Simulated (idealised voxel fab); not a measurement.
A process module follows: voxel transistor to metal.
Cross-section cut: width 210 nm, square cells of 5 nm.
If you're reading a cross-section in this doc, picture square cells in a grid; it comes to you as bands, top ones listed first down to the bottom, and a band can be one or more rows of cells.
What a band's entry tells you: where the top is and where the bottom is, as heights in nm, and after that what lies inside, material by material from left to right, each with its width in nm. Empty space is written as the word "empty", and a single material marked with the word "full width" occupies the band from edge to edge.
Heads up on the height convention: 0 is the point under which the incoming wafer is all one material, and the lowest band has no bottom, it just keeps going down, like "0 and below".
Think of "30..40" as a width that walks from the first number to the second as you go down the band, top row to bottom row, taking equal-sized steps from row to row.
You'll sometimes find "remained unchanged" written for a step, and that's the way of saying that nowhere in the cross-section did a cell change during that step.
The label "Enclosed voids" introduces a list of the empty spaces, 8 cells or larger, that have no open way up to the top; each entry in it reads width x height at distance, where the distance is taken from the left edge and all three are stated in nm.
Read whatever lies past the settings on a step's line as the simulator's own remark about the step.
Each step line may optionally specify "overlay nm", which for a step with a mask gives the rightward distance between the mask's planned place and where it lay, a negative value indicating the leftward direction.

Set out below are the planned steps of the process:
- 1: RECEIVE (material Si)
- 2: OXIDIZE (depth nm 5)
- 3: CONFORMAL_DEP (material SiN; thk nm 15)
- 4: DIRECTIONAL_DEP (material aC; thk nm 15)
- 5: PATTERN (tone cover; mask id ACTIVE; material resist; width nm 125; thk nm 30; overlay nm 0)
- 6: DIRECTIONAL_ETCH (etch materials aC; depth nm 15)
- 7: STRIP (etch materials resist)
- 8: DIRECTIONAL_ETCH (etch materials SiN; depth nm 15)
- 9: DIRECTIONAL_ETCH (etch materials SiO2; depth nm 5)
- 10: DIRECTIONAL_ETCH (etch materials Si; depth nm 35)
- 11: STRIP (etch materials aC)
- 12: FILL_DEP (material SiO2; thk nm 15)
- 13: CMP (height nm 15)
- 14: SELECTIVE_ETCH (etch materials SiO2; depth nm 5)
- 15: STRIP (etch materials SiN)
- 16: SELECTIVE_ETCH (etch materials SiO2; depth nm 5)
- 17: OXIDIZE (depth nm 5)
- 18: DIRECTIONAL_DEP (material polySi; thk nm 20)
- 19: DIRECTIONAL_DEP (material SiCN; thk nm 15)
- 20: PATTERN (tone cover; mask id GATE; material resist; width nm 35; thk nm 15; overlay nm 0)
- 21: DIRECTIONAL_ETCH (etch materials SiCN; depth nm 25)
- 22: DIRECTIONAL_ETCH (etch materials polySi; depth nm 30)
- 23: STRIP (etch materials resist)
- 24: CONFORMAL_DEP (material SiN; thk nm 10)
- 25: DIRECTIONAL_ETCH (etch materials SiN; depth nm 10)
- 26: DIRECTIONAL_ETCH (etch materials SiO2; depth nm 5)
- 27: DIRECTIONAL_ETCH (etch materials Si; depth nm 10)
- 28: EPI (material SiGe; thk nm 10)
- 29: FILL_DEP (material SiO2; thk nm 10)
- 30: CMP (height nm 15)
- 31: STRIP (etch materials polySi)
- 32: SELECTIVE_ETCH (etch materials SiO2; depth nm 5)
- 33: CONFORMAL_DEP (material HfO2; thk nm 5)
- 34: CONFORMAL_DEP (material TiN; thk nm 5)
- 35: FILL_DEP (material W; thk nm 10)
- 36: CMP (height nm 10)
- 37: DIRECTIONAL_DEP (material SiO2; thk nm 15)
- 38: PATTERN (tone open; mask id CONTACT; material resist; width nm 15; pitch nm 90; thk nm 20; overlay nm 0)
- 39: DIRECTIONAL_ETCH (etch materials SiO2; depth nm 35)
- 40: STRIP (etch materials resist)
- 41: CONFORMAL_DEP (material TiN; thk nm 5)
- 42: FILL_DEP (material Ru; thk nm 10)
- 43: CMP (height nm 25)
- 44: DIRECTIONAL_DEP (material TiN; thk nm 5)
- 45: DIRECTIONAL_DEP (material W; thk nm 15)
- 46: PATTERN (tone cover; mask id METAL_1; material resist; width nm 15; pitch nm 90; thk nm 15; overlay nm 0)
- 47: DIRECTIONAL_ETCH (etch materials W; depth nm 15)
- 48: DIRECTIONAL_ETCH (etch materials TiN; depth nm 5)
- 49: STRIP (etch materials resist)
- 50: FILL_DEP (material lowk; thk nm 5)
- 51: CMP (height nm 45)
- 52: CONFORMAL_DEP (material SiCN; thk nm 5)
- 53: DIRECTIONAL_DEP (material SiO2; thk nm 30)
- 54: DIRECTIONAL_DEP (material aC; thk nm 15)
- 55: PATTERN (tone open; mask id METAL_2; material resist; width nm 15; pitch nm 90; thk nm 30; overlay nm 0)
- 56: DIRECTIONAL_ETCH (etch materials aC; depth nm 15)
- 57: STRIP (etch materials resist)
- 58: DIRECTIONAL_ETCH (etch materials SiO2; depth nm 15)
- 59: STRIP (etch materials aC)
- 60: PATTERN (tone open; mask id METAL_2_HOLES; material resist; width nm 15; pitch nm 90; thk nm 20; overlay nm 0)
- 61: DIRECTIONAL_ETCH (etch materials SiO2; depth nm 15)
- 62: DIRECTIONAL_ETCH (etch materials SiCN; depth nm 5)
- 63: STRIP (etch materials resist)
- 64: CONFORMAL_DEP (material TiN; thk nm 5)
- 65: FILL_DEP (material Ru; thk nm 10)
- 66: CMP (height nm 80)
- 67: CONFORMAL_DEP (material SiN; thk nm 5)
The plan's step 46 width nm is the first wafer's value; the wafers differ in this setting and start identical.

Received condition of the first of several wafers, sectioned: post-step 1:
* 0 and below = Si full width
* Enclosed voids: none

Per wafer (row), end of module: delta in cells per material since receipt, (+) for gained, (-) for lost; closed voids after that:
width nm 15 | +15 HfO2 | +20 Ru | -210 Si | +36 SiCN | +40 SiGe | +62 SiN | +508 SiO2 | +75 TiN | +24 W | +144 lowk | Enclosed voids: none
width nm 20 | +15 HfO2 | +20 Ru | -210 Si | +36 SiCN | +40 SiGe | +62 SiN | +508 SiO2 | +77 TiN | +30 W | +136 lowk | Enclosed voids: none
width nm 25 | +15 HfO2 | +20 Ru | -210 Si | +36 SiCN | +40 SiGe | +62 SiN | +508 SiO2 | +79 TiN | +36 W | +128 lowk | Enclosed voids: none
width nm 30 | +15 HfO2 | +20 Ru | -210 Si | +36 SiCN | +40 SiGe | +62 SiN | +508 SiO2 | +81 TiN | +42 W | +120 lowk | Enclosed voids: none
